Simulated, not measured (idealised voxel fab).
process module | voxel released beams
cross-section cut | 180 nm wide | cells 5 nm
A cross-section is a grid of square cells, given in bands from the top down. A band is one or more rows of cells.
Each band's line starts with the height of the band's top and of its bottom, in nm. Then come its materials from left to right, each with its width in nm. One material with "throughout" fills the band from edge to edge. "air" is empty space.
Height 0 is the level under which the wafer as received is all one material. The lowest band goes on downwards, as in "0 down".
A width such as "30 to 40" changes by the same amount from each row of cells to the next, from the band's top row to its bottom row.
"no change" after a step means that no cell of the cross-section changed.
closed voids: empty space of 8 cells or more with no open way to the top, each as width x height at its distance from the left edge, in nm
after a step's settings: what the simulator itself notes on the step
overlay nm, on a step with a mask: how far to the right of its planned place the mask lay; to the left if negative
plan
1 op RECEIVE | material Si
2 op CONFORMAL_DEP | material Al2O3 | thk nm 5
3 op DIRECTIONAL_DEP | material SiO2 | thk nm 20
4 op PATTERN | tone open | mask id ANCHOR | material resist | width nm 40 | thk nm 20 | overlay nm 0
5 op DIRECTIONAL_ETCH | etch materials SiO2 | depth nm 20
6 op STRIP | etch materials resist
7 op CONFORMAL_DEP | material polySi | thk nm 15
8 op DIRECTIONAL_DEP | material aC | thk nm 10
9 op PATTERN | tone cover | mask id BEAM | material resist | width nm 120 | thk nm 25 | overlay nm 0
10 op DIRECTIONAL_ETCH | etch materials aC | depth nm 10
11 op STRIP | etch materials resist
12 op DIRECTIONAL_ETCH | etch materials polySi | depth nm 15
13 op STRIP | etch materials aC
14 op STRIP | etch materials SiO2
as received, after step 1
  0 down: Si throughout
  closed voids: none
a wafer at the end: this start, this plan, one mistake
  40 to 25: air 25 | polySi 60 | air 95
  25 to 20: air 15 | polySi 15 | SiO2 40 | polySi 15 | air 95
  20 to 5: air 15 | polySi 15 | SiO2 40 | polySi 75 | air 35
  5 to 0: Al2O3 throughout
  0 down: Si throughout
  closed voids: none
what went wrong: step 4 ran as: op PATTERN | tone cover | mask id ANCHOR | material resist | width nm 40 | thk nm 20 | overlay nm 0
